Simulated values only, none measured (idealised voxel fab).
The process module that follows is named voxel gate over fins.
Cross-section cut spans 250 nm and uses square cells 5 nm in size.
Just so we're on the same page, the cross-sections are grids of square cells, and they're listed out in bands top to bottom, each band one or more rows deep.
Quick guide to a band line: top height, bottom height (nm) up front; then every material left to right with its width in nm. Only one material and it's marked "edge to edge"? Then it fills the band edge to edge. And "blank" just means empty space.
Where do heights start? At 0: under that level the wafer as delivered is made of one material only. And the lowest band has no floor; it just carries on downward, as in "0 down".
Think of "30..40" as a width that walks from the first number to the second as you go down the band, top row to bottom row, taking equal-sized steps from row to row.
It should be understood that the words "stayed the same", when stated for a given step, signify that the cross-section underwent no change in any of its cells during that step.
In the "Closed void inventory" entry, you get each enclosed empty space of 8 cells or more, one with no open way to the top, written width x height at distance, distance from the left edge, in nm.
What comes after the settings on a step's line is commentary from the simulator itself on that step.
The setting "overlay nm" may be written on the line of a step. When the step uses a mask, the value reports how far to the right of the planned place the mask lay, and a negative value reports that it lay to the left.

This section lists the process steps that were planned:
| 1 | RECEIVE: material Si |
| 2 | CONFORMAL_DEP: material SiN, thk nm 5 |
| 3 | PATTERN: tone cover, mask id FINS, material resist, width nm 15, pitch nm 40, thk nm 15, overlay nm 0 |
| 4 | DIRECTIONAL_ETCH: etch materials SiN, depth nm 5 |
| 5 | DIRECTIONAL_ETCH: etch materials Si, depth nm 35 |
| 6 | STRIP: etch materials resist |
| 7 | FILL_DEP: material SiO2, thk nm 15 |
| 8 | CMP: height nm 5 |
| 9 | SELECTIVE_ETCH: etch materials SiO2, depth nm 15 |
| 10 | STRIP: etch materials SiN |
| 11 | CONFORMAL_DEP: material HfO2, thk nm 5 |
| 12 | CONFORMAL_DEP: material TiN, thk nm 5 |
| 13 | CONFORMAL_DEP: material TiAl, thk nm 5 |
| 14 | CONFORMAL_DEP: material TiN, thk nm 5 |
| 15 | FILL_DEP: material W, thk nm 10 |
| 16 | CMP: height nm 25 |
| 17 | CONFORMAL_DEP: material SiN, thk nm 10 |

Incoming wafer in cross-section (state: after step 1):
  0 down  Si edge to edge
  Closed void inventory: none

End-of-module cross-section. Starting structure and process plan as above; one mistake made in running it:
  35 to 25  SiN edge to edge
  25 to 20  W edge to edge
  20 to 15  30 W, 185 TiN, 35 W
  15 to 10  30 W, 5 TiN, 175 TiAl, 5 TiN, 35 W
  10 to 5  35 TiN, 5 TiAl, 165 TiN, 5 TiAl, 40 TiN
  5 to 0  40 TiAl, 5 TiN, 35 HfO2, 5 TiN, 35 HfO2, 5 TiN, 35 HfO2, 5 TiN, 35 HfO2, 5 TiN, 45 TiAl
  0 to -5  45 TiN, 5 HfO2, 25 Si, 5 HfO2, 5 TiN, 5 HfO2, 25 Si, 5 HfO2, 5 TiN, 5 HfO2, 25 Si, 5 HfO2, 5 TiN, 5 HfO2, 25 Si, 5 HfO2, 50 TiN
  -5 to -10  50 HfO2, 25 Si, 15 HfO2, 25 Si, 15 HfO2, 25 Si, 15 HfO2, 25 Si, 55 HfO2
  -10 to -35  50 SiO2, 25 Si, 15 SiO2, 25 Si, 15 SiO2, 25 Si, 15 SiO2, 25 Si, 55 SiO2
  -35 down  Si edge to edge
  Closed void inventory: none
Which mistake was made when the wafer was run? planned and actual differ for step 3; actual: PATTERN: tone cover, mask id FINS, material resist, width nm 25, pitch nm 40, thk nm 15, overlay nm 0
